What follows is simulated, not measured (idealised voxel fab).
Title: Process Module voxel spacer lines
It is cross-section cut that appears here, measuring 230 nm in width, its square cells being 5 nm in size.
Throughout this document, each cross-section is represented as a grid of square cells and is presented as a sequence of bands enumerated from the top downward, where a band comprises one or more rows of cells. Read a band's entry like this: the first values are the height of its top and the height of its bottom in nm, and what follows is the sequence of materials from left to right, each with its width in nm. Note that "blank" is empty space, and that a single material marked "everywhere" reaches across the band from edge to edge. Counting heights begins at 0, where everything beneath is, in the wafer as received, one material. The lowest band has no bottom; it goes on downwards, as "from 0 down" shows. The two numbers in a width such as "30..40" mark its ends across the band: the first belongs to the top row of cells, the second to the bottom row, and from each row to the next the width moves by the same amount. Where a step carries "identical to before", the cross-section came out of it unchanged, cell for cell. Each empty space that has no open way to the top and spans at least 8 cells appears under "Enclosed internal voids" as width x height at distance, the distance counted from the left edge, all in nm. Past the settings on a step's line: simulator remark, on that step. On any step carrying a mask, the "overlay nm" setting, if present on the step's line, tells how far right of its planned place the mask lay; negative values point to the left.
PROCESS STEPS (PLANNED)
1: RECEIVE (material Si)
2: CONFORMAL_DEP (material Al2O3; thk nm 5)
3: DIRECTIONAL_DEP (material SiN; thk nm 20)
4: DIRECTIONAL_DEP (material aC; thk nm 20)
5: PATTERN (tone cover; mask id MANDREL; material resist; width nm 15; pitch nm 50; thk nm 25; overlay nm 0)
6: DIRECTIONAL_ETCH (etch materials aC; depth nm 20)
7: STRIP (etch materials resist)
8: CONFORMAL_DEP (material SiO2; thk nm 10)
9: DIRECTIONAL_ETCH (etch materials SiO2; depth nm 10)
10: STRIP (etch materials aC)
11: DIRECTIONAL_ETCH (etch materials SiN; depth nm 20)
12: STRIP (etch materials SiO2)
13: FILL_DEP (material lowk; thk nm 10)
14: CMP (height nm 25)
FIRST WAFER OUT OF TWO, PROCESSED AS PLANNED
WAFER AS RECEIVED: CROSS-SECTION FOLLOWING STEP 1
> from 0 down  Si everywhere
> Enclosed internal voids: none
STEP 2 DONE - WAFER CROSS-SECTION
> from 5 to 0  Al2O3 everywhere
> below 0: unchanged
STEP 3 DONE - WAFER CROSS-SECTION
> from 25 to 5  SiN everywhere
> below 5: unchanged
STEP 4 DONE - WAFER CROSS-SECTION
> from 45 to 25  aC everywhere
> below 25: unchanged
STEP 5 DONE - WAFER CROSS-SECTION
> from 70 to 45  blank 55  resist 15  blank 35  resist 15  blank 35  resist 15  blank 60
> below 45: unchanged
STEP 6 DONE - WAFER CROSS-SECTION
> from 50 to 45  blank 55  resist 15  blank 35  resist 15  blank 35  resist 15  blank 60
> from 45 to 25  blank 55  aC 15  blank 35  aC 15  blank 35  aC 15  blank 60
> below 25: unchanged
STEP 7 DONE - WAFER CROSS-SECTION
> from 45 to 25  blank 55  aC 15  blank 35  aC 15  blank 35  aC 15  blank 60
> below 25: unchanged
STEP 8 DONE - WAFER CROSS-SECTION
> from 55 to 45  blank 45  SiO2 35  blank 15  SiO2 35  blank 15  SiO2 35  blank 50
> from 45 to 35  blank 45  SiO2 10  aC 15  SiO2 10  blank 15  SiO2 10  aC 15  SiO2 10  blank 15  SiO2 10  aC 15  SiO2 10  blank 50
> from 35 to 25  SiO2 55  aC 15  SiO2 35  aC 15  SiO2 35  aC 15  SiO2 60
> below 25: unchanged
STEP 9 DONE - WAFER CROSS-SECTION
> from 45 to 25  blank 45  SiO2 10  aC 15  SiO2 10  blank 15  SiO2 10  aC 15  SiO2 10  blank 15  SiO2 10  aC 15  SiO2 10  blank 50
> below 25: unchanged
STEP 10 DONE - WAFER CROSS-SECTION
> from 45 to 25  blank 45  SiO2 10  blank 15  SiO2 10  blank 15  SiO2 10  blank 15  SiO2 10  blank 15  SiO2 10  blank 15  SiO2 10  blank 50
> below 25: unchanged
STEP 11 DONE - WAFER CROSS-SECTION
> from 45 to 25  blank 45  SiO2 10  blank 15  SiO2 10  blank 15  SiO2 10  blank 15  SiO2 10  blank 15  SiO2 10  blank 15  SiO2 10  blank 50
> from 25 to 5  blank 45  SiN 10  blank 15  SiN 10  blank 15  SiN 10  blank 15  SiN 10  blank 15  SiN 10  blank 15  SiN 10  blank 50
> below 5: unchanged
STEP 12 DONE - WAFER CROSS-SECTION
> from 25 to 5  blank 45  SiN 10  blank 15  SiN 10  blank 15  SiN 10  blank 15  SiN 10  blank 15  SiN 10  blank 15  SiN 10  blank 50
> below 5: unchanged
STEP 13 DONE - WAFER CROSS-SECTION
> from 35 to 25  lowk everywhere
> from 25 to 5  lowk 45  SiN 10  lowk 15  SiN 10  lowk 15  SiN 10  lowk 15  SiN 10  lowk 15  SiN 10  lowk 15  SiN 10  lowk 50
> below 5: unchanged
STEP 14 DONE - WAFER CROSS-SECTION
> from 25 to 5  lowk 45  SiN 10  lowk 15  SiN 10  lowk 15  SiN 10  lowk 15  SiN 10  lowk 15  SiN 10  lowk 15  SiN 10  lowk 50
> below 5: unchanged
NOW THE OTHER WAFER: SAME START, SAME RECIPE, BUT WE MESSED UP ONE THING WHEN RUNNING IT. UP TO AND INCLUDING STEP 2 IT'S THE SAME AS THE FIRST ONE
SECOND WAFER PROFILE IN SECTION, AT THE MOMENT STEP 3 OF THE PLAN WAS MEANT TO BE COMPLETE
> from 15 to 5  SiN everywhere
> below 5: unchanged
SECOND WAFER PROFILE IN SECTION, AT THE MOMENT STEP 4 OF THE PLAN WAS MEANT TO BE COMPLETE
> from 35 to 15  aC everywhere
> below 15: unchanged
SECOND WAFER PROFILE IN SECTION, AT THE MOMENT STEP 5 OF THE PLAN WAS MEANT TO BE COMPLETE
> from 60 to 35  blank 55  resist 15  blank 35  resist 15  blank 35  resist 15  blank 60
> below 35: unchanged
SECOND WAFER PROFILE IN SECTION, AT THE MOMENT STEP 6 OF THE PLAN WAS MEANT TO BE COMPLETE
> from 40 to 35  blank 55  resist 15  blank 35  resist 15  blank 35  resist 15  blank 60
> from 35 to 15  blank 55  aC 15  blank 35  aC 15  blank 35  aC 15  blank 60
> below 15: unchanged
SECOND WAFER PROFILE IN SECTION, AT THE MOMENT STEP 7 OF THE PLAN WAS MEANT TO BE COMPLETE
> from 35 to 15  blank 55  aC 15  blank 35  aC 15  blank 35  aC 15  blank 60
> below 15: unchanged
SECOND WAFER PROFILE IN SECTION, AT THE MOMENT STEP 8 OF THE PLAN WAS MEANT TO BE COMPLETE
> from 45 to 35  blank 45  SiO2 35  blank 15  SiO2 35  blank 15  SiO2 35  blank 50
> from 35 to 25  blank 45  SiO2 10  aC 15  SiO2 10  blank 15  SiO2 10  aC 15  SiO2 10  blank 15  SiO2 10  aC 15  SiO2 10  blank 50
> from 25 to 15  SiO2 55  aC 15  SiO2 35  aC 15  SiO2 35  aC 15  SiO2 60
> below 15: unchanged
SECOND WAFER PROFILE IN SECTION, AT THE MOMENT STEP 9 OF THE PLAN WAS MEANT TO BE COMPLETE
> from 35 to 15  blank 45  SiO2 10  aC 15  SiO2 10  blank 15  SiO2 10  aC 15  SiO2 10  blank 15  SiO2 10  aC 15  SiO2 10  blank 50
> below 15: unchanged
SECOND WAFER PROFILE IN SECTION, AT THE MOMENT STEP 10 OF THE PLAN WAS MEANT TO BE COMPLETE
> from 35 to 15  blank 45  SiO2 10  blank 15  SiO2 10  blank 15  SiO2 10  blank 15  SiO2 10  blank 15  SiO2 10  blank 15  SiO2 10  blank 50
> below 15: unchanged
SECOND WAFER PROFILE IN SECTION, AT THE MOMENT STEP 11 OF THE PLAN WAS MEANT TO BE COMPLETE
> from 35 to 15  blank 45  SiO2 10  blank 15  SiO2 10  blank 15  SiO2 10  blank 15  SiO2 10  blank 15  SiO2 10  blank 15  SiO2 10  blank 50
> from 15 to 5  blank 45  SiN 10  blank 15  SiN 10  blank 15  SiN 10  blank 15  SiN 10  blank 15  SiN 10  blank 15  SiN 10  blank 50
> below 5: unchanged
SECOND WAFER PROFILE IN SECTION, AT THE MOMENT STEP 12 OF THE PLAN WAS MEANT TO BE COMPLETE
> from 15 to 5  blank 45  SiN 10  blank 15  SiN 10  blank 15  SiN 10  blank 15  SiN 10  blank 15  SiN 10  blank 15  SiN 10  blank 50
> below 5: unchanged
SECOND WAFER PROFILE IN SECTION, AT THE MOMENT STEP 13 OF THE PLAN WAS MEANT TO BE COMPLETE
> from 25 to 15  lowk everywhere
> from 15 to 5  lowk 45  SiN 10  lowk 15  SiN 10  lowk 15  SiN 10  lowk 15  SiN 10  lowk 15  SiN 10  lowk 15  SiN 10  lowk 50
> below 5: unchanged
Second wafer profile in section, at the moment step 14 of the plan was meant to be complete: identical to before
The mistake made against the process plan was this: heads up, step 3 didn't go per plan, it actually ran as DIRECTIONAL_DEP (material SiN; thk nm 10)
The final cell counts differ between the wafers, with the second having more or fewer of some materials than the first: -24 SiN | +24 lowk
